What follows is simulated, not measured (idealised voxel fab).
Process module, titled voxel double patterning
The figure presents cross-section cut, which has a width of 190 nm and is divided into square cells with an edge length of 5 nm.
A cross-section in this document is a grid of square cells, and it is written down as bands, the top band listed before the ones below it; a band is made up of one or more rows of cells.
The band entry comprises the height of the band's top followed by the height of its bottom, expressed in nm, and subsequently the band's materials from left to right, each stated together with its width in nm. Where a single material is marked with the word "edge to edge", that material fills the band from edge to edge. The word "air" represents empty space.
The level at which height equals 0 is the one under which the wafer, as it arrives, is entirely one material. No lower edge exists for the bottom band, which continues downward and is notated as in "0 -> down".
Think of "30->40" as a width that walks from the first number to the second as you go down the band, top row to bottom row, taking equal-sized steps from row to row.
"no modifications", as given for a step, is the statement that not any cell of the cross-section underwent a change during that step.
If an empty space has no open way to the top and is at least 8 cells in size, "Enclosed internal cavities" lists it, written width x height at distance, where distance is measured from the left edge and every value is in nm.
Post-settings text on a step line: simulator's own remark regarding the step.
overlay nm: mask right of planned place by this much (step with mask). Neg. = left.
Set out below are the planned steps of the process
step 1: RECEIVE [material Si]
step 2: CONFORMAL_DEP [material SiO2] [thk nm 5]
step 3: DIRECTIONAL_DEP [material polySi] [thk nm 10]
step 4: DIRECTIONAL_DEP [material SiCN] [thk nm 5]
step 5: DIRECTIONAL_DEP [material aC] [thk nm 15]
step 6: PATTERN [tone open] [mask id FIRST] [material resist] [width nm 15] [pitch nm 50] [thk nm 35] [overlay nm 0]
step 7: DIRECTIONAL_ETCH [etch materials aC] [depth nm 15]
step 8: STRIP [etch materials resist]
step 9: DIRECTIONAL_ETCH [etch materials SiCN] [depth nm 5]
step 10: STRIP [etch materials aC]
step 11: MASKED_ETCH [tone open] [mask id SECOND] [width nm 15] [pitch nm 50] [etch materials SiCN] [depth nm 5] [overlay nm 0]
step 12: DIRECTIONAL_ETCH [etch materials polySi] [depth nm 10]
step 13: STRIP [etch materials SiCN]
First wafer out of two, processed as planned
Delivered wafer in cross-section: state after step 1
    0 -> down | Si edge to edge
    Enclosed internal cavities: none
So this is the wafer cross-section right after step 2
    5 -> 0 | SiO2 edge to edge
    At heights below 0, the structure remains unaltered.
So this is the wafer cross-section right after step 3
    15 -> 5 | polySi edge to edge
    At heights below 5, the structure remains unaltered.
So this is the wafer cross-section right after step 4
    20 -> 15 | SiCN edge to edge
    At heights below 15, the structure remains unaltered.
So this is the wafer cross-section right after step 5
    35 -> 20 | aC edge to edge
    At heights below 20, the structure remains unaltered.
So this is the wafer cross-section right after step 6
    70 -> 35 | resist (35), air (15), resist (35), air (15), resist (35), air (15), resist (40)
    At heights below 35, the structure remains unaltered.
So this is the wafer cross-section right after step 7
    55 -> 35 | resist (35), air (15), resist (35), air (15), resist (35), air (15), resist (40)
    35 -> 20 | aC (35), air (15), aC (35), air (15), aC (35), air (15), aC (40)
    At heights below 20, the structure remains unaltered.
So this is the wafer cross-section right after step 8
    35 -> 20 | aC (35), air (15), aC (35), air (15), aC (35), air (15), aC (40)
    At heights below 20, the structure remains unaltered.
So this is the wafer cross-section right after step 9
    35 -> 20 | aC (35), air (15), aC (35), air (15), aC (35), air (15), aC (40)
    20 -> 15 | SiCN (35), air (15), SiCN (35), air (15), SiCN (35), air (15), SiCN (40)
    At heights below 15, the structure remains unaltered.
So this is the wafer cross-section right after step 10
    20 -> 15 | SiCN (35), air (15), SiCN (35), air (15), SiCN (35), air (15), SiCN (40)
    At heights below 15, the structure remains unaltered.
So this is the wafer cross-section right after step 11
    20 -> 15 | SiCN (35), air (15), SiCN (10), air (15), SiCN (10), air (15), SiCN (10), air (15), SiCN (10), air (15), SiCN (40)
    At heights below 15, the structure remains unaltered.
So this is the wafer cross-section right after step 12
    20 -> 15 | SiCN (35), air (15), SiCN (10), air (15), SiCN (10), air (15), SiCN (10), air (15), SiCN (10), air (15), SiCN (40)
    15 -> 5 | polySi (35), air (15), polySi (10), air (15), polySi (10), air (15), polySi (10), air (15), polySi (10), air (15), polySi (40)
    At heights below 5, the structure remains unaltered.
So this is the wafer cross-section right after step 13
    15 -> 5 | polySi (35), air (15), polySi (10), air (15), polySi (10), air (15), polySi (10), air (15), polySi (10), air (15), polySi (40)
    At heights below 5, the structure remains unaltered.
Wafer two. Identical start, identical plan. One mistake in execution. Identical history through step 5
Cross-section of the second wafer at the time step 6 of the plan should have ended
    70 -> 35 | air (35), resist (15), air (35), resist (15), air (35), resist (15), air (40)
    At heights below 35, the structure remains unaltered.
Cross-section of the second wafer at the time step 7 of the plan should have ended
    55 -> 35 | air (35), resist (15), air (35), resist (15), air (35), resist (15), air (40)
    35 -> 20 | air (35), aC (15), air (35), aC (15), air (35), aC (15), air (40)
    At heights below 20, the structure remains unaltered.
Cross-section of the second wafer at the time step 8 of the plan should have ended
    35 -> 20 | air (35), aC (15), air (35), aC (15), air (35), aC (15), air (40)
    At heights below 20, the structure remains unaltered.
Cross-section of the second wafer at the time step 9 of the plan should have ended
    35 -> 20 | air (35), aC (15), air (35), aC (15), air (35), aC (15), air (40)
    20 -> 15 | air (35), SiCN (15), air (35), SiCN (15), air (35), SiCN (15), air (40)
    At heights below 15, the structure remains unaltered.
Cross-section of the second wafer at the time step 10 of the plan should have ended
    20 -> 15 | air (35), SiCN (15), air (35), SiCN (15), air (35), SiCN (15), air (40)
    At heights below 15, the structure remains unaltered.
Cross-section of the second wafer at the time step 11 of the plan should have ended: no modifications
Cross-section of the second wafer at the time step 12 of the plan should have ended
    20 -> 15 | air (35), SiCN (15), air (35), SiCN (15), air (35), SiCN (15), air (40)
    15 -> 5 | air (35), polySi (15), air (35), polySi (15), air (35), polySi (15), air (40)
    At heights below 5, the structure remains unaltered.
Cross-section of the second wafer at the time step 13 of the plan should have ended
    15 -> 5 | air (35), polySi (15), air (35), polySi (15), air (35), polySi (15), air (40)
    At heights below 5, the structure remains unaltered.
So what did we get wrong on this run? step 6 ran differently from the plan; actual operation with settings: PATTERN [tone cover] [mask id FIRST] [material resist] [width nm 15] [pitch nm 50] [thk nm 35] [overlay nm 0]
Per the end-of-run cell counts, the second wafer holds more or fewer of some materials than the first: polySi: 28 fewer
